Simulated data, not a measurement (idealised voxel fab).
Documented hereafter: the process module known as voxel ribs on slabs.
Cross-section cut: width 145 nm, square cells of 5 nm.
In what follows, cross-sections appear as grids of square cells, described through bands that run from the top down, where every band is one or more rows of cells. Within each band entry, the heights of the top and of the bottom of the band appear first, in that order and in nm; the materials of the band then follow from left to right, each with its corresponding width in nm. The designation "edge to edge" on a single material indicates that it fills the band from edge to edge; the designation "air" indicates empty space. All heights in this document are referenced to 0, defined as the level beneath which the wafer, as received, consists entirely of one material. The lowest band is not bounded below; it extends indefinitely downward and is written in the form "0 nm and below". Quick explanation for "30..40": the width changes in equal steps down the rows of cells, from the first number in the band's top row to the second number in its bottom row. When a step is marked "no alteration", none of the cells in the cross-section changed during that step. This entry, "Cavities, sealed", enumerates those empty regions of no fewer than 8 cells that possess no open connection to the top. Each region is reported in the form width x height at distance, the distance being taken from the left edge, with all three quantities expressed in nm. Note: text after step settings on the step line = simulator remark on that step. overlay nm, on a step with a mask: how far to the right of its planned place the mask lay; to the left if negative.
Listed below are the process steps as planned
| 1 | RECEIVE,material Si |
| 2 | DIRECTIONAL_DEP,material SiO2,thk nm 30 |
| 3 | DIRECTIONAL_DEP,material polySi,thk nm 25 |
| 4 | PATTERN,tone cover,mask id RIB,material resist,width nm 30,thk nm 15,overlay nm 0 |
| 5 | DIRECTIONAL_ETCH,etch materials polySi,depth nm 20 |
| 6 | STRIP,etch materials resist |
| 7 | DIRECTIONAL_DEP,material aC,thk nm 10 |
| 8 | PATTERN,tone cover,mask id SLAB,material resist,width nm 80,thk nm 30,overlay nm 0 |
| 9 | DIRECTIONAL_ETCH,etch materials aC,depth nm 10 |
| 10 | STRIP,etch materials resist |
| 11 | DIRECTIONAL_ETCH,etch materials polySi,depth nm 5 |
| 12 | STRIP,etch materials aC |
| 13 | FILL_DEP,material SiO2,thk nm 25 |
| 14 | CMP,height nm 70 |
| 15 | DIRECTIONAL_DEP,material W,thk nm 5 |
| 16 | MASKED_ETCH,tone cover,mask id HEATER,width nm 40,etch materials W,depth nm 5,overlay nm 0 |
| 17 | CONFORMAL_DEP,material SiN,thk nm 5 |
As-received state of the wafer in cross-section, equivalent to post-step 1
* 0 nm and below | Si edge to edge
* Cavities, sealed: none
Here's the cross-section of the first of our two wafers at the end of the module - it ran as planned
* 80 nm to 75 nm | 45 of air / 50 of SiN / 50 of air
* 75 nm to 70 nm | 50 of SiN / 40 of W / 55 of SiN
* 70 nm to 55 nm | SiO2 edge to edge
* 55 nm to 35 nm | 55 of SiO2 / 30 of polySi / 60 of SiO2
* 35 nm to 30 nm | 30 of SiO2 / 80 of polySi / 35 of SiO2
* 30 nm to 0 nm | SiO2 edge to edge
* 0 nm and below | Si edge to edge
* Cavities, sealed: none
Cross-section, wafer two of two, end of module: same start and plan as wafer one, one error in execution
* 80 nm to 75 nm | 45 of air / 50 of SiN / 50 of air
* 75 nm to 70 nm | 50 of SiN / 40 of W / 55 of SiN
* 70 nm to 55 nm | SiO2 edge to edge
* 55 nm to 35 nm | 55 of SiO2 / 30 of polySi / 60 of SiO2
* 35 nm to 30 nm | 25 of SiO2 / 90 of polySi / 30 of SiO2
* 30 nm to 0 nm | SiO2 edge to edge
* 0 nm and below | Si edge to edge
* Cavities, sealed: none
Which mistake was made when the wafer was run? not per plan at step 8, really ran PATTERN,tone cover,mask id SLAB,material resist,width nm 90,thk nm 30,overlay nm 0
At the finish, the second wafer shows more or fewer cells for some materials than the first does: -2 SiO2; +2 polySi
